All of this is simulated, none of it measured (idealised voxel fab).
process module | voxel ribs on slabs
cross-section cut | 280 nm wide | cells 5 nm
A cross-section is a grid of square cells, given in bands from the top down. A band is one or more rows of cells.
Each band's line starts with the height of the band's top and of its bottom, in nm. Then come its materials from left to right, each with its width in nm. One material with "throughout" fills the band from edge to edge. "air" is empty space.
Height 0 is the level under which the wafer as received is all one material. The lowest band goes on downwards, as in "0 down".
A width such as "30 to 40" changes by the same amount from each row of cells to the next, from the band's top row to its bottom row.
"no change" after a step means that no cell of the cross-section changed.
closed voids: empty space of 8 cells or more with no open way to the top, each as width x height at its distance from the left edge, in nm
after a step's settings: what the simulator itself notes on the step
overlay nm, on a step with a mask: how far to the right of its planned place the mask lay; to the left if negative
Each pair below shows a cross-section before one step and the cross-section after it, down to the lowest band that changed. The line under each pair gives the step between them, with its settings. The pairs can come from different runs of this module on the same starting wafer, so a pair continues from the pair above only where its "before" says so.
before
  0 down: Si throughout
  closed voids: none
after
  25 to 0: SiO2 throughout
  below 0: unchanged
  closed voids: none
the step between: op DIRECTIONAL_DEP | material SiO2 | thk nm 25
before: the cross-section after the pair above
after
  40 to 25: polySi throughout
  below 25: unchanged
  closed voids: none
the step between: op DIRECTIONAL_DEP | material polySi | thk nm 15
before: the cross-section after the pair above
after
  50 to 40: aC throughout
  below 40: unchanged
  closed voids: none
the step between: op DIRECTIONAL_DEP | material aC | thk nm 10
before: the cross-section after the pair above
after
  80 to 50: air 130 | resist 15 | air 135
  below 50: unchanged
  closed voids: none
the step between: op PATTERN | tone cover | mask id RIB | material resist | width nm 15 | thk nm 30 | overlay nm 0
before: the cross-section after the pair above
after
  70 to 50: air 130 | resist 15 | air 135
  50 to 40: air 130 | aC 15 | air 135
  below 40: unchanged
  closed voids: none
the step between: op DIRECTIONAL_ETCH | etch materials aC | depth nm 10
before: the cross-section after the pair above
after
  50 to 40: air 130 | aC 15 | air 135
  below 40: unchanged
  closed voids: none
the step between: op STRIP | etch materials resist
before: the cross-section after the pair above
after
  50 to 40: air 130 | aC 15 | air 135
  40 to 30: air 130 | polySi 15 | air 135
  below 30: unchanged
  closed voids: none
the step between: op DIRECTIONAL_ETCH | etch materials polySi | depth nm 10
before: the cross-section after the pair above
after
  40 to 30: air 130 | polySi 15 | air 135
  below 30: unchanged
  closed voids: none
the step between: op STRIP | etch materials aC
before: the cross-section after the pair above
after
  55 to 45: air 130 | aC 15 | air 135
  45 to 40: aC throughout
  40 to 30: aC 130 | polySi 15 | aC 135
  below 30: unchanged
  closed voids: none
the step between: op DIRECTIONAL_DEP | material aC | thk nm 15
before: the cross-section after the pair above
after
  90 to 55: air 110 | resist 55 | air 115
  55 to 45: air 110 | resist 20 | aC 15 | resist 20 | air 115
  below 45: unchanged
  closed voids: none
the step between: op PATTERN | tone cover | mask id SLAB | material resist | width nm 55 | thk nm 35 | overlay nm 0
before: the cross-section after the pair above
after
  75 to 55: air 110 | resist 55 | air 115
  55 to 45: air 110 | resist 20 | aC 15 | resist 20 | air 115
  45 to 40: air 110 | aC 55 | air 115
  40 to 30: air 110 | aC 20 | polySi 15 | aC 20 | air 115
  below 30: unchanged
  closed voids: none
the step between: op DIRECTIONAL_ETCH | etch materials aC | depth nm 15
before: the cross-section after the pair above
after
  55 to 45: air 130 | aC 15 | air 135
  below 45: unchanged
  closed voids: none
the step between: op STRIP | etch materials resist
before: the cross-section after the pair above
after
  55 to 45: air 130 | aC 15 | air 135
  45 to 40: air 110 | aC 55 | air 115
  40 to 30: air 110 | aC 20 | polySi 15 | aC 20 | air 115
  30 to 25: air 110 | polySi 55 | air 115
  below 25: unchanged
  closed voids: none
the step between: op DIRECTIONAL_ETCH | etch materials polySi | depth nm 5
before: the cross-section after the pair above
after
  40 to 30: air 130 | polySi 15 | air 135
  below 30: unchanged
  closed voids: none
the step between: op STRIP | etch materials aC
before: the cross-section after the pair above
after
  60 to 40: SiO2 throughout
  40 to 30: SiO2 130 | polySi 15 | SiO2 135
  30 to 25: SiO2 110 | polySi 55 | SiO2 115
  below 25: unchanged
  closed voids: none
the step between: op FILL_DEP | material SiO2 | thk nm 20
before: the cross-section after the pair above
after
  50 to 40: SiO2 throughout
  below 40: unchanged
  closed voids: none
the step between: op CMP | height nm 50
before: the cross-section after the pair above
after
  55 to 50: TiN throughout
  below 50: unchanged
  closed voids: none
the step between: op DIRECTIONAL_DEP | material TiN | thk nm 5
before: the cross-section after the pair above
after
  70 to 55: aC throughout
  below 55: unchanged
  closed voids: none
the step between: op DIRECTIONAL_DEP | material aC | thk nm 15
before: the cross-section after the pair above
after
  105 to 70: air 125 | resist 25 | air 130
  below 70: unchanged
  closed voids: none
the step between: op PATTERN | tone cover | mask id HEATER | material resist | width nm 25 | thk nm 35 | overlay nm 0
before: the cross-section after the pair above
after
  90 to 70: air 125 | resist 25 | air 130
  70 to 55: air 125 | aC 25 | air 130
  below 55: unchanged
  closed voids: none
the step between: op DIRECTIONAL_ETCH | etch materials aC | depth nm 15
before: the cross-section after the pair above
after
  70 to 55: air 125 | aC 25 | air 130
  below 55: unchanged
  closed voids: none
the step between: op STRIP | etch materials resist
before: the cross-section after the pair above
after
  70 to 55: air 125 | aC 25 | air 130
  55 to 50: air 125 | TiN 25 | air 130
  below 50: unchanged
  closed voids: none
the step between: op DIRECTIONAL_ETCH | etch materials TiN | depth nm 5
before: the cross-section after the pair above
after
  55 to 50: air 125 | TiN 25 | air 130
  below 50: unchanged
  closed voids: none
the step between: op STRIP | etch materials aC
before: the cross-section after the pair above
after
  65 to 60: air 115 | SiO2 45 | air 120
  60 to 55: SiO2 throughout
  55 to 50: SiO2 125 | TiN 25 | SiO2 130
  below 50: unchanged
  closed voids: none
the step between: op CONFORMAL_DEP | material SiO2 | thk nm 10
before
  40 to 25: polySi throughout
  25 to 0: SiO2 throughout
  0 down: Si throughout
  closed voids: none
after
  55 to 25: polySi throughout
  below 25: unchanged
  closed voids: none
the step between: op DIRECTIONAL_DEP | material polySi | thk nm 15
before: the cross-section after the pair above
after
  65 to 55: aC throughout
  below 55: unchanged
  closed voids: none
the step between: op DIRECTIONAL_DEP | material aC | thk nm 10
before: the cross-section after the pair above
after
  95 to 65: air 130 | resist 15 | air 135
  below 65: unchanged
  closed voids: none
the step between: op PATTERN | tone cover | mask id RIB | material resist | width nm 15 | thk nm 30 | overlay nm 0
before: the cross-section after the pair above
after
  85 to 65: air 130 | resist 15 | air 135
  65 to 55: air 130 | aC 15 | air 135
  below 55: unchanged
  closed voids: none
the step between: op DIRECTIONAL_ETCH | etch materials aC | depth nm 10
before: the cross-section after the pair above
after
  65 to 55: air 130 | aC 15 | air 135
  below 55: unchanged
  closed voids: none
the step between: op STRIP | etch materials resist
before: the cross-section after the pair above
after
  65 to 55: air 130 | aC 15 | air 135
  55 to 45: air 130 | polySi 15 | air 135
  below 45: unchanged
  closed voids: none
the step between: op DIRECTIONAL_ETCH | etch materials polySi | depth nm 10
before: the cross-section after the pair above
after
  55 to 45: air 130 | polySi 15 | air 135
  below 45: unchanged
  closed voids: none
the step between: op STRIP | etch materials aC
before: the cross-section after the pair above
after
  70 to 60: air 130 | aC 15 | air 135
  60 to 55: aC throughout
  55 to 45: aC 130 | polySi 15 | aC 135
  below 45: unchanged
  closed voids: none
the step between: op DIRECTIONAL_DEP | material aC | thk nm 15
before: the cross-section after the pair above
after
  105 to 70: air 110 | resist 55 | air 115
  70 to 60: air 110 | resist 20 | aC 15 | resist 20 | air 115
  below 60: unchanged
  closed voids: none
the step between: op PATTERN | tone cover | mask id SLAB | material resist | width nm 55 | thk nm 35 | overlay nm 0
before: the cross-section after the pair above
after
  90 to 70: air 110 | resist 55 | air 115
  70 to 60: air 110 | resist 20 | aC 15 | resist 20 | air 115
  60 to 55: air 110 | aC 55 | air 115
  55 to 45: air 110 | aC 20 | polySi 15 | aC 20 | air 115
  below 45: unchanged
  closed voids: none
the step between: op DIRECTIONAL_ETCH | etch materials aC | depth nm 15
before: the cross-section after the pair above
after
  70 to 60: air 130 | aC 15 | air 135
  below 60: unchanged
  closed voids: none
the step between: op STRIP | etch materials resist
before: the cross-section after the pair above
after
  70 to 60: air 130 | aC 15 | air 135
  60 to 55: air 110 | aC 55 | air 115
  55 to 45: air 110 | aC 20 | polySi 15 | aC 20 | air 115
  45 to 40: air 110 | polySi 55 | air 115
  below 40: unchanged
  closed voids: none
the step between: op DIRECTIONAL_ETCH | etch materials polySi | depth nm 5
before: the cross-section after the pair above
after
  55 to 45: air 130 | polySi 15 | air 135
  below 45: unchanged
  closed voids: none
the step between: op STRIP | etch materials aC
before: the cross-section after the pair above
after
  75 to 55: SiO2 throughout
  55 to 45: SiO2 130 | polySi 15 | SiO2 135
  45 to 40: SiO2 110 | polySi 55 | SiO2 115
  below 40: unchanged
  closed voids: none
the step between: op FILL_DEP | material SiO2 | thk nm 20
before: the cross-section after the pair above
after
  50 to 40: SiO2 130 to 110 | polySi 15 to 55 | SiO2 135 to 115
  below 40: unchanged
  closed voids: none
the step between: op CMP | height nm 50
before: the cross-section after the pair above
after
  55 to 50: TiN throughout
  below 50: unchanged
  closed voids: none
the step between: op DIRECTIONAL_DEP | material TiN | thk nm 5
before: the cross-section after the pair above
after
  70 to 55: aC throughout
  below 55: unchanged
  closed voids: none
the step between: op DIRECTIONAL_DEP | material aC | thk nm 15
before: the cross-section after the pair above
after
  105 to 70: air 125 | resist 25 | air 130
  below 70: unchanged
  closed voids: none
the step between: op PATTERN | tone cover | mask id HEATER | material resist | width nm 25 | thk nm 35 | overlay nm 0
before: the cross-section after the pair above
after
  90 to 70: air 125 | resist 25 | air 130
  70 to 55: air 125 | aC 25 | air 130
  below 55: unchanged
  closed voids: none
the step between: op DIRECTIONAL_ETCH | etch materials aC | depth nm 15
before: the cross-section after the pair above
after
  70 to 55: air 125 | aC 25 | air 130
  below 55: unchanged
  closed voids: none
the step between: op STRIP | etch materials resist
before: the cross-section after the pair above
after
  70 to 55: air 125 | aC 25 | air 130
  55 to 50: air 125 | TiN 25 | air 130
  below 50: unchanged
  closed voids: none
the step between: op DIRECTIONAL_ETCH | etch materials TiN | depth nm 5
before: the cross-section after the pair above
after
  55 to 50: air 125 | TiN 25 | air 130
  below 50: unchanged
  closed voids: none
the step between: op STRIP | etch materials aC
before: the cross-section after the pair above
after
  65 to 60: air 115 | SiO2 45 | air 120
  60 to 55: SiO2 throughout
  55 to 50: SiO2 125 | TiN 25 | SiO2 130
  below 50: unchanged
  closed voids: none
the step between: op CONFORMAL_DEP | material SiO2 | thk nm 10
before
  0 down: Si throughout
  closed voids: none
after
  15 to 0: polySi throughout
  below 0: unchanged
  closed voids: none
the step between: op DIRECTIONAL_DEP | material polySi | thk nm 15
before: the cross-section after the pair above
after
  40 to 15: SiO2 throughout
  below 15: unchanged
  closed voids: none
the step between: op DIRECTIONAL_DEP | material SiO2 | thk nm 25
before: the cross-section after the pair above
after
  50 to 40: aC throughout
  below 40: unchanged
  closed voids: none
the step between: op DIRECTIONAL_DEP | material aC | thk nm 10
before: the cross-section after the pair above
after
  80 to 50: air 130 | resist 15 | air 135
  below 50: unchanged
  closed voids: none
the step between: op PATTERN | tone cover | mask id RIB | material resist | width nm 15 | thk nm 30 | overlay nm 0
before: the cross-section after the pair above
after
  70 to 50: air 130 | resist 15 | air 135
  50 to 40: air 130 | aC 15 | air 135
  below 40: unchanged
  closed voids: none
the step between: op DIRECTIONAL_ETCH | etch materials aC | depth nm 10
before: the cross-section after the pair above
after
  50 to 40: air 130 | aC 15 | air 135
  below 40: unchanged
  closed voids: none
the step between: op STRIP | etch materials resist
before: the cross-section after the pair above
after
  40 to 15: SiO2 throughout
  below 15: unchanged
  closed voids: none
the step between: op STRIP | etch materials aC
before: the cross-section after the pair above
after
  55 to 40: aC throughout
  below 40: unchanged
  closed voids: none
the step between: op DIRECTIONAL_DEP | material aC | thk nm 15
before: the cross-section after the pair above
after
  90 to 55: air 110 | resist 55 | air 115
  below 55: unchanged
  closed voids: none
the step between: op PATTERN | tone cover | mask id SLAB | material resist | width nm 55 | thk nm 35 | overlay nm 0
before: the cross-section after the pair above
after
  75 to 55: air 110 | resist 55 | air 115
  55 to 40: air 110 | aC 55 | air 115
  below 40: unchanged
  closed voids: none
the step between: op DIRECTIONAL_ETCH | etch materials aC | depth nm 15
before: the cross-section after the pair above
after
  55 to 40: air 110 | aC 55 | air 115
  below 40: unchanged
  closed voids: none
the step between: op STRIP | etch materials resist
before: the cross-section after the pair above
after
  40 to 15: SiO2 throughout
  below 15: unchanged
  closed voids: none
the step between: op STRIP | etch materials aC
before: the cross-section after the pair above
after
  60 to 15: SiO2 throughout
  below 15: unchanged
  closed voids: none
the step between: op FILL_DEP | material SiO2 | thk nm 20
before: the cross-section after the pair above
after
  50 to 15: SiO2 throughout
  below 15: unchanged
  closed voids: none
the step between: op CMP | height nm 50
before: the cross-section after the pair above
after
  55 to 50: TiN throughout
  below 50: unchanged
  closed voids: none
the step between: op DIRECTIONAL_DEP | material TiN | thk nm 5
before: the cross-section after the pair above
after
  70 to 55: aC throughout
  below 55: unchanged
  closed voids: none
the step between: op DIRECTIONAL_DEP | material aC | thk nm 15
before: the cross-section after the pair above
after
  105 to 70: air 125 | resist 25 | air 130
  below 70: unchanged
  closed voids: none
the step between: op PATTERN | tone cover | mask id HEATER | material resist | width nm 25 | thk nm 35 | overlay nm 0
before: the cross-section after the pair above
after
  90 to 70: air 125 | resist 25 | air 130
  70 to 55: air 125 | aC 25 | air 130
  below 55: unchanged
  closed voids: none
the step between: op DIRECTIONAL_ETCH | etch materials aC | depth nm 15
before: the cross-section after the pair above
after
  70 to 55: air 125 | aC 25 | air 130
  below 55: unchanged
  closed voids: none
the step between: op STRIP | etch materials resist
before: the cross-section after the pair above
after
  70 to 55: air 125 | aC 25 | air 130
  55 to 50: air 125 | TiN 25 | air 130
  below 50: unchanged
  closed voids: none
the step between: op DIRECTIONAL_ETCH | etch materials TiN | depth nm 5
before: the cross-section after the pair above
after
  55 to 50: air 125 | TiN 25 | air 130
  below 50: unchanged
  closed voids: none
the step between: op STRIP | etch materials aC
before: the cross-section after the pair above
after
  65 to 60: air 115 | SiO2 45 | air 120
  60 to 55: SiO2 throughout
  55 to 50: SiO2 125 | TiN 25 | SiO2 130
  below 50: unchanged
  closed voids: none
the step between: op CONFORMAL_DEP | material SiO2 | thk nm 10
before
  25 to 0: SiO2 throughout
  0 down: Si throughout
  closed voids: none
after
  50 to 25: polySi throughout
  below 25: unchanged
  closed voids: none
the step between: op DIRECTIONAL_DEP | material polySi | thk nm 25
before: the cross-section after the pair above
after
  60 to 50: aC throughout
  below 50: unchanged
  closed voids: none
the step between: op DIRECTIONAL_DEP | material aC | thk nm 10
before: the cross-section after the pair above
after
  90 to 60: air 130 | resist 15 | air 135
  below 60: unchanged
  closed voids: none
the step between: op PATTERN | tone cover | mask id RIB | material resist | width nm 15 | thk nm 30 | overlay nm 0
before: the cross-section after the pair above
after
  80 to 60: air 130 | resist 15 | air 135
  60 to 50: air 130 | aC 15 | air 135
  below 50: unchanged
  closed voids: none
the step between: op DIRECTIONAL_ETCH | etch materials aC | depth nm 10
before: the cross-section after the pair above
after
  60 to 50: air 130 | aC 15 | air 135
  below 50: unchanged
  closed voids: none
the step between: op STRIP | etch materials resist
before: the cross-section after the pair above
after
  60 to 50: air 130 | aC 15 | air 135
  50 to 40: air 130 | polySi 15 | air 135
  below 40: unchanged
  closed voids: none
the step between: op DIRECTIONAL_ETCH | etch materials polySi | depth nm 10
before: the cross-section after the pair above
after
  50 to 40: air 130 | polySi 15 | air 135
  below 40: unchanged
  closed voids: none
the step between: op STRIP | etch materials aC
before: the cross-section after the pair above
after
  65 to 55: air 130 | aC 15 | air 135
  55 to 50: aC throughout
  50 to 40: aC 130 | polySi 15 | aC 135
  below 40: unchanged
  closed voids: none
the step between: op DIRECTIONAL_DEP | material aC | thk nm 15
before: the cross-section after the pair above
after
  100 to 65: air 110 | resist 55 | air 115
  65 to 55: air 110 | resist 20 | aC 15 | resist 20 | air 115
  below 55: unchanged
  closed voids: none
the step between: op PATTERN | tone cover | mask id SLAB | material resist | width nm 55 | thk nm 35 | overlay nm 0
before: the cross-section after the pair above
after
  85 to 65: air 110 | resist 55 | air 115
  65 to 55: air 110 | resist 20 | aC 15 | resist 20 | air 115
  55 to 50: air 110 | aC 55 | air 115
  50 to 40: air 110 | aC 20 | polySi 15 | aC 20 | air 115
  below 40: unchanged
  closed voids: none
the step between: op DIRECTIONAL_ETCH | etch materials aC | depth nm 15
before: the cross-section after the pair above
after
  65 to 55: air 130 | aC 15 | air 135
  below 55: unchanged
  closed voids: none
the step between: op STRIP | etch materials resist
before: the cross-section after the pair above
after
  65 to 55: air 130 | aC 15 | air 135
  55 to 50: air 110 | aC 55 | air 115
  50 to 40: air 110 | aC 20 | polySi 15 | aC 20 | air 115
  40 to 35: air 110 | polySi 55 | air 115
  below 35: unchanged
  closed voids: none
the step between: op DIRECTIONAL_ETCH | etch materials polySi | depth nm 5
before: the cross-section after the pair above
after
  50 to 40: air 130 | polySi 15 | air 135
  below 40: unchanged
  closed voids: none
the step between: op STRIP | etch materials aC
before: the cross-section after the pair above
after
  70 to 50: SiO2 throughout
  50 to 40: SiO2 130 | polySi 15 | SiO2 135
  40 to 35: SiO2 110 | polySi 55 | SiO2 115
  below 35: unchanged
  closed voids: none
the step between: op FILL_DEP | material SiO2 | thk nm 20
before: the cross-section after the pair above
after
  50 to 40: SiO2 130 | polySi 15 | SiO2 135
  below 40: unchanged
  closed voids: none
the step between: op CMP | height nm 50
before: the cross-section after the pair above
after
  55 to 50: TiN throughout
  below 50: unchanged
  closed voids: none
the step between: op DIRECTIONAL_DEP | material TiN | thk nm 5
before: the cross-section after the pair above
after
  70 to 55: aC throughout
  below 55: unchanged
  closed voids: none
the step between: op DIRECTIONAL_DEP | material aC | thk nm 15
before: the cross-section after the pair above
after
  105 to 70: air 125 | resist 25 | air 130
  below 70: unchanged
  closed voids: none
the step between: op PATTERN | tone cover | mask id HEATER | material resist | width nm 25 | thk nm 35 | overlay nm 0
before: the cross-section after the pair above
after
  90 to 70: air 125 | resist 25 | air 130
  70 to 55: air 125 | aC 25 | air 130
  below 55: unchanged
  closed voids: none
the step between: op DIRECTIONAL_ETCH | etch materials aC | depth nm 15
before: the cross-section after the pair above
after
  70 to 55: air 125 | aC 25 | air 130
  below 55: unchanged
  closed voids: none
the step between: op STRIP | etch materials resist
before: the cross-section after the pair above
after
  70 to 55: air 125 | aC 25 | air 130
  55 to 50: air 125 | TiN 25 | air 130
  below 50: unchanged
  closed voids: none
the step between: op DIRECTIONAL_ETCH | etch materials TiN | depth nm 5
before: the cross-section after the pair above
after
  55 to 50: air 125 | TiN 25 | air 130
  below 50: unchanged
  closed voids: none
the step between: op STRIP | etch materials aC
before: the cross-section after the pair above
after
  65 to 60: air 115 | SiO2 45 | air 120
  60 to 55: SiO2 throughout
  55 to 50: SiO2 125 | TiN 25 | SiO2 130
  below 50: unchanged
  closed voids: none
the step between: op CONFORMAL_DEP | material SiO2 | thk nm 10
before
  55 to 45: air 130 | aC 15 | air 135
  45 to 40: aC throughout
  40 to 30: aC 130 | polySi 15 | aC 135
  30 to 25: polySi throughout
  25 to 0: SiO2 throughout
  0 down: Si throughout
  closed voids: none
after
  90 to 55: air 115 | resist 50 | air 115
  55 to 45: air 115 | resist 15 | aC 15 | resist 20 | air 115
  below 45: unchanged
  closed voids: none
the step between: op PATTERN | tone cover | mask id SLAB | material resist | width nm 50 | thk nm 35 | overlay nm 0
before: the cross-section after the pair above
after
  75 to 55: air 115 | resist 50 | air 115
  55 to 45: air 115 | resist 15 | aC 15 | resist 20 | air 115
  45 to 40: air 115 | aC 50 | air 115
  40 to 30: air 115 | aC 15 | polySi 15 | aC 20 | air 115
  below 30: unchanged
  closed voids: none
the step between: op DIRECTIONAL_ETCH | etch materials aC | depth nm 15
before: the cross-section after the pair above
after
  55 to 45: air 130 | aC 15 | air 135
  below 45: unchanged
  closed voids: none
the step between: op STRIP | etch materials resist
before: the cross-section after the pair above
after
  55 to 45: air 130 | aC 15 | air 135
  45 to 40: air 115 | aC 50 | air 115
  40 to 30: air 115 | aC 15 | polySi 15 | aC 20 | air 115
  30 to 25: air 115 | polySi 50 | air 115
  below 25: unchanged
  closed voids: none
the step between: op DIRECTIONAL_ETCH | etch materials polySi | depth nm 5
before: the cross-section after the pair above
after
  40 to 30: air 130 | polySi 15 | air 135
  below 30: unchanged
  closed voids: none
the step between: op STRIP | etch materials aC
before: the cross-section after the pair above
after
  60 to 40: SiO2 throughout
  40 to 30: SiO2 130 | polySi 15 | SiO2 135
  30 to 25: SiO2 115 | polySi 50 | SiO2 115
  below 25: unchanged
  closed voids: none
the step between: op FILL_DEP | material SiO2 | thk nm 20
before: the cross-section after the pair above
after
  50 to 40: SiO2 throughout
  below 40: unchanged
  closed voids: none
the step between: op CMP | height nm 50
before: the cross-section after the pair above
after
  55 to 50: TiN throughout
  below 50: unchanged
  closed voids: none
the step between: op DIRECTIONAL_DEP | material TiN | thk nm 5
before: the cross-section after the pair above
after
  70 to 55: aC throughout
  below 55: unchanged
  closed voids: none
the step between: op DIRECTIONAL_DEP | material aC | thk nm 15
before: the cross-section after the pair above
after
  105 to 70: air 125 | resist 25 | air 130
  below 70: unchanged
  closed voids: none
the step between: op PATTERN | tone cover | mask id HEATER | material resist | width nm 25 | thk nm 35 | overlay nm 0
before: the cross-section after the pair above
after
  90 to 70: air 125 | resist 25 | air 130
  70 to 55: air 125 | aC 25 | air 130
  below 55: unchanged
  closed voids: none
the step between: op DIRECTIONAL_ETCH | etch materials aC | depth nm 15
before: the cross-section after the pair above
after
  70 to 55: air 125 | aC 25 | air 130
  below 55: unchanged
  closed voids: none
the step between: op STRIP | etch materials resist
before: the cross-section after the pair above
after
  70 to 55: air 125 | aC 25 | air 130
  55 to 50: air 125 | TiN 25 | air 130
  below 50: unchanged
  closed voids: none
the step between: op DIRECTIONAL_ETCH | etch materials TiN | depth nm 5
before: the cross-section after the pair above
after
  55 to 50: air 125 | TiN 25 | air 130
  below 50: unchanged
  closed voids: none
the step between: op STRIP | etch materials aC
before: the cross-section after the pair above
after
  65 to 60: air 115 | SiO2 45 | air 120
  60 to 55: SiO2 throughout
  55 to 50: SiO2 125 | TiN 25 | SiO2 130
  below 50: unchanged
  closed voids: none
the step between: op CONFORMAL_DEP | material SiO2 | thk nm 10
before
  50 to 40: aC throughout
  40 to 25: polySi throughout
  25 to 0: SiO2 throughout
  0 down: Si throughout
  closed voids: none
after
  80 to 50: air 135 | resist 15 | air 130
  below 50: unchanged
  closed voids: none
the step between: op PATTERN | tone cover | mask id RIB | material resist | width nm 15 | thk nm 30 | overlay nm 5
before: the cross-section after the pair above
after
  70 to 50: air 135 | resist 15 | air 130
  50 to 40: air 135 | aC 15 | air 130
  below 40: unchanged
  closed voids: none
the step between: op DIRECTIONAL_ETCH | etch materials aC | depth nm 10
before: the cross-section after the pair above
after
  50 to 40: air 135 | aC 15 | air 130
  below 40: unchanged
  closed voids: none
the step between: op STRIP | etch materials resist
before: the cross-section after the pair above
after
  50 to 40: air 135 | aC 15 | air 130
  40 to 30: air 135 | polySi 15 | air 130
  below 30: unchanged
  closed voids: none
the step between: op DIRECTIONAL_ETCH | etch materials polySi | depth nm 10
before: the cross-section after the pair above
after
  40 to 30: air 135 | polySi 15 | air 130
  below 30: unchanged
  closed voids: none
the step between: op STRIP | etch materials aC
before: the cross-section after the pair above
after
  55 to 45: air 135 | aC 15 | air 130
  45 to 40: aC throughout
  40 to 30: aC 135 | polySi 15 | aC 130
  below 30: unchanged
  closed voids: none
the step between: op DIRECTIONAL_DEP | material aC | thk nm 15
before: the cross-section after the pair above
after
  90 to 55: air 110 | resist 55 | air 115
  55 to 45: air 110 | resist 25 | aC 15 | resist 15 | air 115
  below 45: unchanged
  closed voids: none
the step between: op PATTERN | tone cover | mask id SLAB | material resist | width nm 55 | thk nm 35 | overlay nm 0
before: the cross-section after the pair above
after
  75 to 55: air 110 | resist 55 | air 115
  55 to 45: air 110 | resist 25 | aC 15 | resist 15 | air 115
  45 to 40: air 110 | aC 55 | air 115
  40 to 30: air 110 | aC 25 | polySi 15 | aC 15 | air 115
  below 30: unchanged
  closed voids: none
the step between: op DIRECTIONAL_ETCH | etch materials aC | depth nm 15
before: the cross-section after the pair above
after
  55 to 45: air 135 | aC 15 | air 130
  below 45: unchanged
  closed voids: none
the step between: op STRIP | etch materials resist
before: the cross-section after the pair above
after
  55 to 45: air 135 | aC 15 | air 130
  45 to 40: air 110 | aC 55 | air 115
  40 to 30: air 110 | aC 25 | polySi 15 | aC 15 | air 115
  30 to 25: air 110 | polySi 55 | air 115
  below 25: unchanged
  closed voids: none
the step between: op DIRECTIONAL_ETCH | etch materials polySi | depth nm 5
before: the cross-section after the pair above
after
  40 to 30: air 135 | polySi 15 | air 130
  below 30: unchanged
  closed voids: none
the step between: op STRIP | etch materials aC
before: the cross-section after the pair above
after
  60 to 40: SiO2 throughout
  40 to 30: SiO2 135 | polySi 15 | SiO2 130
  30 to 25: SiO2 110 | polySi 55 | SiO2 115
  below 25: unchanged
  closed voids: none
the step between: op FILL_DEP | material SiO2 | thk nm 20
before: the cross-section after the pair above
after
  50 to 40: SiO2 throughout
  below 40: unchanged
  closed voids: none
the step between: op CMP | height nm 50
before: the cross-section after the pair above
after
  55 to 50: TiN throughout
  below 50: unchanged
  closed voids: none
the step between: op DIRECTIONAL_DEP | material TiN | thk nm 5
before: the cross-section after the pair above
after
  70 to 55: aC throughout
  below 55: unchanged
  closed voids: none
the step between: op DIRECTIONAL_DEP | material aC | thk nm 15
before: the cross-section after the pair above
after
  105 to 70: air 125 | resist 25 | air 130
  below 70: unchanged
  closed voids: none
the step between: op PATTERN | tone cover | mask id HEATER | material resist | width nm 25 | thk nm 35 | overlay nm 0
before: the cross-section after the pair above
after
  90 to 70: air 125 | resist 25 | air 130
  70 to 55: air 125 | aC 25 | air 130
  below 55: unchanged
  closed voids: none
the step between: op DIRECTIONAL_ETCH | etch materials aC | depth nm 15
before: the cross-section after the pair above
after
  70 to 55: air 125 | aC 25 | air 130
  below 55: unchanged
  closed voids: none
the step between: op STRIP | etch materials resist
before: the cross-section after the pair above
after
  70 to 55: air 125 | aC 25 | air 130
  55 to 50: air 125 | TiN 25 | air 130
  below 50: unchanged
  closed voids: none
the step between: op DIRECTIONAL_ETCH | etch materials TiN | depth nm 5
before: the cross-section after the pair above
after
  55 to 50: air 125 | TiN 25 | air 130
  below 50: unchanged
  closed voids: none
the step between: op STRIP | etch materials aC
before: the cross-section after the pair above
after
  65 to 60: air 115 | SiO2 45 | air 120
  60 to 55: SiO2 throughout
  55 to 50: SiO2 125 | TiN 25 | SiO2 130
  below 50: unchanged
  closed voids: none
the step between: op CONFORMAL_DEP | material SiO2 | thk nm 10
before
  50 to 40: SiO2 throughout
  40 to 30: SiO2 130 | polySi 15 | SiO2 135
  30 to 25: SiO2 110 | polySi 55 | SiO2 115
  25 to 0: SiO2 throughout
  0 down: Si throughout
  closed voids: none
after
  55 to 50: polySi throughout
  below 50: unchanged
  closed voids: none
the step between: op DIRECTIONAL_DEP | material polySi | thk nm 5
before: the cross-section after the pair above
after
  70 to 55: aC throughout
  below 55: unchanged
  closed voids: none
the step between: op DIRECTIONAL_DEP | material aC | thk nm 15
before: the cross-section after the pair above
after
  105 to 70: air 125 | resist 25 | air 130
  below 70: unchanged
  closed voids: none
the step between: op PATTERN | tone cover | mask id HEATER | material resist | width nm 25 | thk nm 35 | overlay nm 0
before: the cross-section after the pair above
after
  90 to 70: air 125 | resist 25 | air 130
  70 to 55: air 125 | aC 25 | air 130
  below 55: unchanged
  closed voids: none
the step between: op DIRECTIONAL_ETCH | etch materials aC | depth nm 15
before: the cross-section after the pair above
after
  70 to 55: air 125 | aC 25 | air 130
  below 55: unchanged
  closed voids: none
the step between: op STRIP | etch materials resist
before: the cross-section after the pair above
after
  55 to 50: polySi throughout
  below 50: unchanged
  closed voids: none
the step between: op STRIP | etch materials aC
before: the cross-section after the pair above
after
  65 to 55: SiO2 throughout
  below 55: unchanged
  closed voids: none
the step between: op CONFORMAL_DEP | material SiO2 | thk nm 10
before
  55 to 45: air 130 | aC 15 | air 135
  45 to 40: aC throughout
  40 to 30: aC 130 | polySi 15 | aC 135
  30 to 25: polySi throughout
  25 to 0: SiO2 throughout
  0 down: Si throughout
  closed voids: none
after
  90 to 55: resist 110 | air 55 | resist 115
  55 to 45: resist 110 | air 20 | aC 15 | air 20 | resist 115
  below 45: unchanged
  closed voids: none
the step between: op PATTERN | tone open | mask id SLAB | material resist | width nm 55 | thk nm 35 | overlay nm 0
before: the cross-section after the pair above
after
  75 to 45: resist 110 | air 55 | resist 115
  45 to 40: aC 110 | air 55 | aC 115
  40 to 30: aC 110 | air 20 | polySi 15 | air 20 | aC 115
  below 30: unchanged
  closed voids: none
the step between: op DIRECTIONAL_ETCH | etch materials aC | depth nm 15
before: the cross-section after the pair above
after
  45 to 40: aC 110 | air 55 | aC 115
  below 40: unchanged
  closed voids: none
the step between: op STRIP | etch materials resist
before: the cross-section after the pair above
after
  45 to 35: aC 110 | air 55 | aC 115
  35 to 30: aC 110 | air 20 | polySi 15 | air 20 | aC 115
  30 to 25: polySi 110 | air 20 | polySi 15 | air 20 | polySi 115
  below 25: unchanged
  closed voids: none
the step between: op DIRECTIONAL_ETCH | etch materials polySi | depth nm 5
before: the cross-section after the pair above
after
  35 to 30: air 130 | polySi 15 | air 135
  below 30: unchanged
  closed voids: none
the step between: op STRIP | etch materials aC
before: the cross-section after the pair above
after
  55 to 35: SiO2 throughout
  35 to 30: SiO2 130 | polySi 15 | SiO2 135
  30 to 25: polySi 110 | SiO2 20 | polySi 15 | SiO2 20 | polySi 115
  below 25: unchanged
  closed voids: none
the step between: op FILL_DEP | material SiO2 | thk nm 20
before: the cross-section after the pair above
after
  50 to 35: SiO2 throughout
  below 35: unchanged
  closed voids: none
the step between: op CMP | height nm 50
before: the cross-section after the pair above
after
  55 to 50: TiN throughout
  below 50: unchanged
  closed voids: none
the step between: op DIRECTIONAL_DEP | material TiN | thk nm 5
before: the cross-section after the pair above
after
  70 to 55: aC throughout
  below 55: unchanged
  closed voids: none
the step between: op DIRECTIONAL_DEP | material aC | thk nm 15
